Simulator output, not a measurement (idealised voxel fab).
Title: Process Module voxel self aligned vias
The width of the displayed cross-section, cut, is 205 nm; its cells are square, with a size of 5 nm.
Heads up, the way a cross-section reads in here is a grid of square cells, handed over as bands from the top down, with every band being one or more rows of cells. What a band's entry tells you: where the top is and where the bottom is, as heights in nm, and after that what lies inside, material by material from left to right, each with its width in nm. Empty space is written as the word "empty", and a single material marked with the word "all across" occupies the band from edge to edge. The level at which height equals 0 is the one under which the wafer, as it arrives, is entirely one material. No lower edge exists for the bottom band, which continues downward and is notated as in "0 and below". A two-number width, for instance "30..40", indicates that the width is equal to the first number in the top row of the band and to the second number in the bottom row, and that it changes by a constant amount per row of cells. Given "all unchanged" for a step, no cell of the cross-section differs between before and after that step. "Fully sealed voids" specifies each empty space that is not open to the top and that occupies no fewer than 8 cells, using the form width x height at distance, the distance measured from the left edge and all three quantities in nm. On each step's line, the part that comes after the settings is the simulator's own comment on the step. overlay nm: how far to the right of its planned place the mask lay on this masked step (negative: to the left).

-- Here's what the planned process steps look like
step 1: RECEIVE,material Si
step 2: CONFORMAL_DEP,material SiO2,thk nm 10
step 3: CONFORMAL_DEP,material SiCN,thk nm 5
step 4: DIRECTIONAL_DEP,material lowk,thk nm 30
step 5: DIRECTIONAL_DEP,material aC,thk nm 10
step 6: PATTERN,tone open,mask id LINES,material resist,width nm 25,pitch nm 60,thk nm 25,overlay nm 0
step 7: DIRECTIONAL_ETCH,etch materials aC,depth nm 10
step 8: STRIP,etch materials resist
step 9: DIRECTIONAL_ETCH,etch materials lowk,depth nm 30
step 10: STRIP,etch materials aC
step 11: CONFORMAL_DEP,material TiN,thk nm 5
step 12: FILL_DEP,material W,thk nm 5
step 13: CMP,height nm 45
step 14: SELECTIVE_ETCH,etch materials W Ru TiN,depth nm 10
step 15: FILL_DEP,material SiN,thk nm 10
step 16: CMP,height nm 45
step 17: DIRECTIONAL_DEP,material lowk,thk nm 15
step 18: PATTERN,tone open,mask id VIAS,material resist,width nm 45,pitch nm 60,thk nm 15,overlay nm 0
step 19: DIRECTIONAL_ETCH,etch materials lowk,depth nm 15
step 20: DIRECTIONAL_ETCH,etch materials SiN,depth nm 10
step 21: STRIP,etch materials resist
step 22: CONFORMAL_DEP,material TiN,thk nm 5
step 23: FILL_DEP,material Ru,thk nm 10
step 24: CMP,height nm 60
step 25: CONFORMAL_DEP,material SiN,thk nm 5

-- Run as planned: first of two wafers

-- This is the cross-section of the wafer as we received it, i.e. after step 1
- 0 and below | Si all across
- Fully sealed voids: none

-- Cross-section of the wafer after step 2
- 10 down to 0 | SiO2 all across
- Below 0 it's all the same as before, nothing changed down there.

-- Cross-section of the wafer after step 3
- 15 down to 10 | SiCN all across
- Below 10 it's all the same as before, nothing changed down there.

-- Cross-section of the wafer after step 4
- 45 down to 15 | lowk all across
- Below 15 it's all the same as before, nothing changed down there.

-- Cross-section of the wafer after step 5
- 55 down to 45 | aC all across
- Below 45 it's all the same as before, nothing changed down there.

-- Cross-section of the wafer after step 6
- 80 down to 55 | 60 resist, 25 empty, 35 resist, 25 empty, 60 resist
- Below 55 it's all the same as before, nothing changed down there.

-- Cross-section of the wafer after step 7
- 70 down to 55 | 60 resist, 25 empty, 35 resist, 25 empty, 60 resist
- 55 down to 45 | 60 aC, 25 empty, 35 aC, 25 empty, 60 aC
- Below 45 it's all the same as before, nothing changed down there.

-- Cross-section of the wafer after step 8
- 55 down to 45 | 60 aC, 25 empty, 35 aC, 25 empty, 60 aC
- Below 45 it's all the same as before, nothing changed down there.

-- Cross-section of the wafer after step 9
- 55 down to 45 | 60 aC, 25 empty, 35 aC, 25 empty, 60 aC
- 45 down to 15 | 60 lowk, 25 empty, 35 lowk, 25 empty, 60 lowk
- Below 15 it's all the same as before, nothing changed down there.

-- Cross-section of the wafer after step 10
- 45 down to 15 | 60 lowk, 25 empty, 35 lowk, 25 empty, 60 lowk
- Below 15 it's all the same as before, nothing changed down there.

-- Cross-section of the wafer after step 11
- 50 down to 45 | 65 TiN, 15 empty, 45 TiN, 15 empty, 65 TiN
- 45 down to 20 | 60 lowk, 5 TiN, 15 empty, 5 TiN, 35 lowk, 5 TiN, 15 empty, 5 TiN, 60 lowk
- 20 down to 15 | 60 lowk, 25 TiN, 35 lowk, 25 TiN, 60 lowk
- Below 15 it's all the same as before, nothing changed down there.

-- Cross-section of the wafer after step 12
- 55 down to 50 | W all across
- 50 down to 45 | 65 TiN, 15 W, 45 TiN, 15 W, 65 TiN
- 45 down to 20 | 60 lowk, 5 TiN, 15 W, 5 TiN, 35 lowk, 5 TiN, 15 W, 5 TiN, 60 lowk
- Below 20 it's all the same as before, nothing changed down there.

-- Cross-section of the wafer after step 13
- 45 down to 20 | 60 lowk, 5 TiN, 15 W, 5 TiN, 35 lowk, 5 TiN, 15 W, 5 TiN, 60 lowk
- Below 20 it's all the same as before, nothing changed down there.

-- Cross-section of the wafer after step 14
- 45 down to 35 | 60 lowk, 25 empty, 35 lowk, 25 empty, 60 lowk
- Below 35 it's all the same as before, nothing changed down there.

-- Cross-section of the wafer after step 15
- 55 down to 45 | SiN all across
- 45 down to 35 | 60 lowk, 25 SiN, 35 lowk, 25 SiN, 60 lowk
- Below 35 it's all the same as before, nothing changed down there.

-- Cross-section of the wafer after step 16
- 45 down to 35 | 60 lowk, 25 SiN, 35 lowk, 25 SiN, 60 lowk
- Below 35 it's all the same as before, nothing changed down there.

-- Cross-section of the wafer after step 17
- 60 down to 45 | lowk all across
- Below 45 it's all the same as before, nothing changed down there.

-- Cross-section of the wafer after step 18
- 75 down to 60 | 50 resist, 45 empty, 15 resist, 45 empty, 50 resist
- Below 60 it's all the same as before, nothing changed down there.

-- Cross-section of the wafer after step 19
- 75 down to 60 | 50 resist, 45 empty, 15 resist, 45 empty, 50 resist
- 60 down to 45 | 50 lowk, 45 empty, 15 lowk, 45 empty, 50 lowk
- Below 45 it's all the same as before, nothing changed down there.

-- Cross-section of the wafer after step 20
- 75 down to 60 | 50 resist, 45 empty, 15 resist, 45 empty, 50 resist
- 60 down to 45 | 50 lowk, 45 empty, 15 lowk, 45 empty, 50 lowk
- 45 down to 35 | 60 lowk, 25 empty, 35 lowk, 25 empty, 60 lowk
- Below 35 it's all the same as before, nothing changed down there.

-- Cross-section of the wafer after step 21
- 60 down to 45 | 50 lowk, 45 empty, 15 lowk, 45 empty, 50 lowk
- Below 45 it's all the same as before, nothing changed down there.

-- Cross-section of the wafer after step 22
- 65 down to 60 | 55 TiN, 35 empty, 25 TiN, 35 empty, 55 TiN
- 60 down to 50 | 50 lowk, 5 TiN, 35 empty, 5 TiN, 15 lowk, 5 TiN, 35 empty, 5 TiN, 50 lowk
- 50 down to 40 | 50..60 lowk, 15..5 TiN, 15 empty, 15..5 TiN, 15..35 lowk, 15..5 TiN, 15 empty, 15..5 TiN, 50..60 lowk
- 40 down to 35 | 60 lowk, 25 TiN, 35 lowk, 25 TiN, 60 lowk
- Below 35 it's all the same as before, nothing changed down there.

-- Cross-section of the wafer after step 23
- 75 down to 65 | Ru all across
- 65 down to 60 | 55 TiN, 35 Ru, 25 TiN, 35 Ru, 55 TiN
- 60 down to 50 | 50 lowk, 5 TiN, 35 Ru, 5 TiN, 15 lowk, 5 TiN, 35 Ru, 5 TiN, 50 lowk
- 50 down to 40 | 50..60 lowk, 15..5 TiN, 15 Ru, 15..5 TiN, 15..35 lowk, 15..5 TiN, 15 Ru, 15..5 TiN, 50..60 lowk
- Below 40 it's all the same as before, nothing changed down there.

-- Cross-section of the wafer after step 24
- 60 down to 50 | 50 lowk, 5 TiN, 35 Ru, 5 TiN, 15 lowk, 5 TiN, 35 Ru, 5 TiN, 50 lowk
- Below 50 it's all the same as before, nothing changed down there.

-- Cross-section of the wafer after step 25
- 65 down to 60 | SiN all across
- Below 60 it's all the same as before, nothing changed down there.

-- Second wafer, same starting state and plan as the first, one mistake in the run, identical through step 10

-- Cross-section of the second wafer at the time by which step 11 should have been completed according to the plan
- 50 down to 45 | 65 SiCN, 15 empty, 45 SiCN, 15 empty, 65 SiCN
- 45 down to 20 | 60 lowk, 5 SiCN, 15 empty, 5 SiCN, 35 lowk, 5 SiCN, 15 empty, 5 SiCN, 60 lowk
- 20 down to 15 | 60 lowk, 25 SiCN, 35 lowk, 25 SiCN, 60 lowk
- Below 15 it's all the same as before, nothing changed down there.

-- Cross-section of the second wafer at the time by which step 12 should have been completed according to the plan
- 55 down to 50 | W all across
- 50 down to 45 | 65 SiCN, 15 W, 45 SiCN, 15 W, 65 SiCN
- 45 down to 20 | 60 lowk, 5 SiCN, 15 W, 5 SiCN, 35 lowk, 5 SiCN, 15 W, 5 SiCN, 60 lowk
- Below 20 it's all the same as before, nothing changed down there.

-- Cross-section of the second wafer at the time by which step 13 should have been completed according to the plan
- 45 down to 20 | 60 lowk, 5 SiCN, 15 W, 5 SiCN, 35 lowk, 5 SiCN, 15 W, 5 SiCN, 60 lowk
- Below 20 it's all the same as before, nothing changed down there.

-- Cross-section of the second wafer at the time by which step 14 should have been completed according to the plan
- 45 down to 35 | 60 lowk, 5 SiCN, 15 empty, 5 SiCN, 35 lowk, 5 SiCN, 15 empty, 5 SiCN, 60 lowk
- Below 35 it's all the same as before, nothing changed down there.

-- Cross-section of the second wafer at the time by which step 15 should have been completed according to the plan
- 55 down to 45 | SiN all across
- 45 down to 35 | 60 lowk, 5 SiCN, 15 SiN, 5 SiCN, 35 lowk, 5 SiCN, 15 SiN, 5 SiCN, 60 lowk
- Below 35 it's all the same as before, nothing changed down there.

-- Cross-section of the second wafer at the time by which step 16 should have been completed according to the plan
- 45 down to 35 | 60 lowk, 5 SiCN, 15 SiN, 5 SiCN, 35 lowk, 5 SiCN, 15 SiN, 5 SiCN, 60 lowk
- Below 35 it's all the same as before, nothing changed down there.

-- Cross-section of the second wafer at the time by which step 17 should have been completed according to the plan
- 60 down to 45 | lowk all across
- Below 45 it's all the same as before, nothing changed down there.

-- Cross-section of the second wafer at the time by which step 18 should have been completed according to the plan
- 75 down to 60 | 50 resist, 45 empty, 15 resist, 45 empty, 50 resist
- Below 60 it's all the same as before, nothing changed down there.

-- Cross-section of the second wafer at the time by which step 19 should have been completed according to the plan
- 75 down to 60 | 50 resist, 45 empty, 15 resist, 45 empty, 50 resist
- 60 down to 45 | 50 lowk, 45 empty, 15 lowk, 45 empty, 50 lowk
- Below 45 it's all the same as before, nothing changed down there.

-- Cross-section of the second wafer at the time by which step 20 should have been completed according to the plan
- 75 down to 60 | 50 resist, 45 empty, 15 resist, 45 empty, 50 resist
- 60 down to 45 | 50 lowk, 45 empty, 15 lowk, 45 empty, 50 lowk
- 45 down to 35 | 60 lowk, 5 SiCN, 15 empty, 5 SiCN, 35 lowk, 5 SiCN, 15 empty, 5 SiCN, 60 lowk
- Below 35 it's all the same as before, nothing changed down there.

-- Cross-section of the second wafer at the time by which step 21 should have been completed according to the plan
- 60 down to 45 | 50 lowk, 45 empty, 15 lowk, 45 empty, 50 lowk
- Below 45 it's all the same as before, nothing changed down there.

-- Cross-section of the second wafer at the time by which step 22 should have been completed according to the plan
- 65 down to 60 | 55 TiN, 35 empty, 25 TiN, 35 empty, 55 TiN
- 60 down to 50 | 50 lowk, 5 TiN, 35 empty, 5 TiN, 15 lowk, 5 TiN, 35 empty, 5 TiN, 50 lowk
- 50 down to 45 | 50 lowk, 20 TiN, 5 empty, 20 TiN, 15 lowk, 20 TiN, 5 empty, 20 TiN, 50 lowk
- 45 down to 40 | 60 lowk, 5 SiCN, 5 TiN, 5 empty, 5 TiN, 5 SiCN, 35 lowk, 5 SiCN, 5 TiN, 5 empty, 5 TiN, 5 SiCN, 60 lowk
- 40 down to 35 | 60 lowk, 5 SiCN, 15 TiN, 5 SiCN, 35 lowk, 5 SiCN, 15 TiN, 5 SiCN, 60 lowk
- Below 35 it's all the same as before, nothing changed down there.

-- Cross-section of the second wafer at the time by which step 23 should have been completed according to the plan
- 75 down to 65 | Ru all across
- 65 down to 60 | 55 TiN, 35 Ru, 25 TiN, 35 Ru, 55 TiN
- 60 down to 50 | 50 lowk, 5 TiN, 35 Ru, 5 TiN, 15 lowk, 5 TiN, 35 Ru, 5 TiN, 50 lowk
- 50 down to 45 | 50 lowk, 20 TiN, 5 Ru, 20 TiN, 15 lowk, 20 TiN, 5 Ru, 20 TiN, 50 lowk
- 45 down to 40 | 60 lowk, 5 SiCN, 5 TiN, 5 Ru, 5 TiN, 5 SiCN, 35 lowk, 5 SiCN, 5 TiN, 5 Ru, 5 TiN, 5 SiCN, 60 lowk
- Below 40 it's all the same as before, nothing changed down there.

-- Cross-section of the second wafer at the time by which step 24 should have been completed according to the plan
- 60 down to 50 | 50 lowk, 5 TiN, 35 Ru, 5 TiN, 15 lowk, 5 TiN, 35 Ru, 5 TiN, 50 lowk
- Below 50 it's all the same as before, nothing changed down there.

-- Cross-section of the second wafer at the time by which step 25 should have been completed according to the plan
- 65 down to 60 | SiN all across
- Below 60 it's all the same as before, nothing changed down there.
So what did we get wrong on this run? contrary to plan, step 11 was performed as CONFORMAL_DEP,material SiCN,thk nm 5
End check, counted in cells, second wafer has more or fewer of these materials than the first: Ru: 8 fewer, SiCN: 30 more, TiN: 22 fewer
